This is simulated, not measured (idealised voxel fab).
Documented hereafter: the process module known as voxel self aligned vias.
For reference, the cross-section in this document is cut, with width 295 nm and square cells of 5 nm.
Cross-section, as written here: a square-cell grid given band by band from the top down, where a band holds one or more rows of cells. Each band's line starts with the height of the band's top and of its bottom, in nm. Then come its materials from left to right, each with its width in nm. One material with "edge to edge" fills the band from edge to edge. "blank" is empty space. Height 0 is the level under which the wafer as received is all one material. The lowest band goes on downwards, as in "0 nm and below". Width spec "30 to 40" -> top row of cells at first value, bottom row at second value, equal per-row change in between. When a step is marked "identical to before", none of the cells in the cross-section changed during that step. Closed empty spaces (no open way to the top) of 8 cells or more are what "Encapsulated voids" lists, each as width x height at distance from the left edge, nm for all three. after a step's settings: what the simulator itself notes on the step. overlay nm, on a step with a mask: how far to the right of its planned place the mask lay; to the left if negative.
# Process steps - plan
1 RECEIVE: material Si
2 CONFORMAL_DEP: material SiO2, thk nm 15
3 CONFORMAL_DEP: material SiCN, thk nm 5
4 DIRECTIONAL_DEP: material SiO2, thk nm 20
5 PATTERN: tone open, mask id LINES, material resist, width nm 30, pitch nm 65, thk nm 20, overlay nm 0
6 DIRECTIONAL_ETCH: etch materials SiO2, depth nm 20
7 STRIP: etch materials resist
8 CONFORMAL_DEP: material TiN, thk nm 5
9 FILL_DEP: material Ru, thk nm 10
10 CMP: height nm 40
11 SELECTIVE_ETCH: etch materials W Ru TiN, depth nm 10
12 FILL_DEP: material SiN, thk nm 10
13 CMP: height nm 40
14 DIRECTIONAL_DEP: material SiO2, thk nm 15
15 MASKED_ETCH: tone open, mask id VIAS, width nm 50, etch materials SiO2, depth nm 15, overlay nm 0
16 MASKED_ETCH: tone open, mask id VIAS, width nm 50, etch materials SiN, depth nm 10, overlay nm 0
17 CONFORMAL_DEP: material TiN, thk nm 5
18 FILL_DEP: material Ru, thk nm 5
19 CMP: height nm 55
20 CONFORMAL_DEP: material SiCN, thk nm 5
# Cross-section: wafer on arrival = after step 1
- 0 nm and below: Si edge to edge
- Encapsulated voids: none
# End-of-module cross-section. Starting structure and process plan as above; one mistake made in running it
- 60 nm to 55 nm: SiCN edge to edge
- 55 nm to 45 nm: SiO2=90; TiN=5; Ru=40; TiN=5; SiO2=155
- 45 nm to 40 nm: SiO2=90; TiN=15; Ru=20; TiN=15; SiO2=155
- 40 nm to 35 nm: SiO2=100; TiN=5; Ru=20; TiN=5; SiO2=35; SiN=30; SiO2=100
- 35 nm to 30 nm: SiO2=100; TiN=30; SiO2=35; SiN=30; SiO2=100
- 30 nm to 25 nm: SiO2=100; TiN=5; Ru=20; TiN=5; SiO2=35; TiN=5; Ru=20; TiN=5; SiO2=100
- 25 nm to 20 nm: SiO2=100; TiN=30; SiO2=35; TiN=30; SiO2=100
- 20 nm to 5 nm: SiO2 edge to edge
- 5 nm to 0 nm: SiCN edge to edge
- 0 nm and below: Si edge to edge
- Encapsulated voids: none
Processing error: step 2 ran in the slot meant for step 3, and vice versa
